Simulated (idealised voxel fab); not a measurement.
You're looking at the process module voxel tone inversion.
It is cross-section cut that appears here, measuring 285 nm in width, its square cells being 5 nm in size.
Square cells in a grid make up a cross-section in this document, and the grid is given as bands, listed from the top down, each one or more rows of cells.
Band: top height; bottom height; in nm. Then, left to right: material with width in nm, for each material. "all across": a single material spanning edge to edge. "empty": empty space.
Zero point of the height axis is 0; under it, received wafer = one material. Lowest band: continues down indefinitely, "z 0 and below".
The expression "30..40" gives the width at the extremes of the band, the first number at its top row of cells and the second at its bottom row, with the width changing by equal amounts from each row to the next in between.
A step reported as "all unchanged" is a step in which no cell of the cross-section changed.
Enclosed voids (no open way to top), threshold 8 cells or more, entry "Enclosed void inventory", notation width x height at distance, distance from left edge, nm.
What comes after the settings on a step's line is commentary from the simulator itself on that step.
The optional step-line setting "overlay nm" applies to steps with a mask and quantifies how far to the right of its planned location the mask lay, a negative value indicating leftward placement.
SO HERE'S THE LINEUP OF PROCESS STEPS WE PLANNED
1 op RECEIVE | material Si
2 op CONFORMAL_DEP | material SiN | thk nm 5
3 op DIRECTIONAL_DEP | material aC | thk nm 10
4 op PATTERN | tone cover | mask id POSTS | material resist | width nm 15 | pitch nm 45 | thk nm 30 | overlay nm 0
5 op DIRECTIONAL_ETCH | etch materials aC | depth nm 20
6 op STRIP | etch materials resist
7 op FILL_DEP | material lowk | thk nm 10
8 op CMP | height nm 25
9 op STRIP | etch materials aC
The thk nm used in step 3 is not the same on every wafer, whereas the starting condition is; the value printed in the plan is the first wafer's.
CUT THROUGH THE FIRST OF SEVERAL WAFERS AS RECEIVED, POST STEP 1
z 0 and below | Si all across
Enclosed void inventory: none
FIRST OF SEVERAL WAFERS IN CROSS-SECTION AT MODULE END, FOLLOWING THE FINAL STEP, STEP 9
z 25 to 15 | lowk all across
z 15 to 5 | 110 lowk, 15 aC, 30 lowk, 15 aC, 115 lowk
z 5 to 0 | SiN all across
z 0 and below | Si all across
Enclosed void inventory: none
SECTIONAL VIEW OF THE LAST WAFER UPON COMPLETION OF THE MODULE
z 25 to 5 | 110 lowk, 15 empty, 30 lowk, 15 empty, 115 lowk
z 5 to 0 | SiN all across
z 0 and below | Si all across
Enclosed void inventory: none
EACH WAFER AT THE END: CELLS OF EACH MATERIAL GAINED (+) OR LOST (-) SINCE IT WAS RECEIVED, THEN ITS CLOSED VOIDS
thk nm 10, +57 SiN, +12 aC, +216 lowk, Enclosed void inventory: none
thk nm 15, +57 SiN, +18 aC, +210 lowk, Enclosed void inventory: none
thk nm 20, +57 SiN, +204 lowk, Enclosed void inventory: none
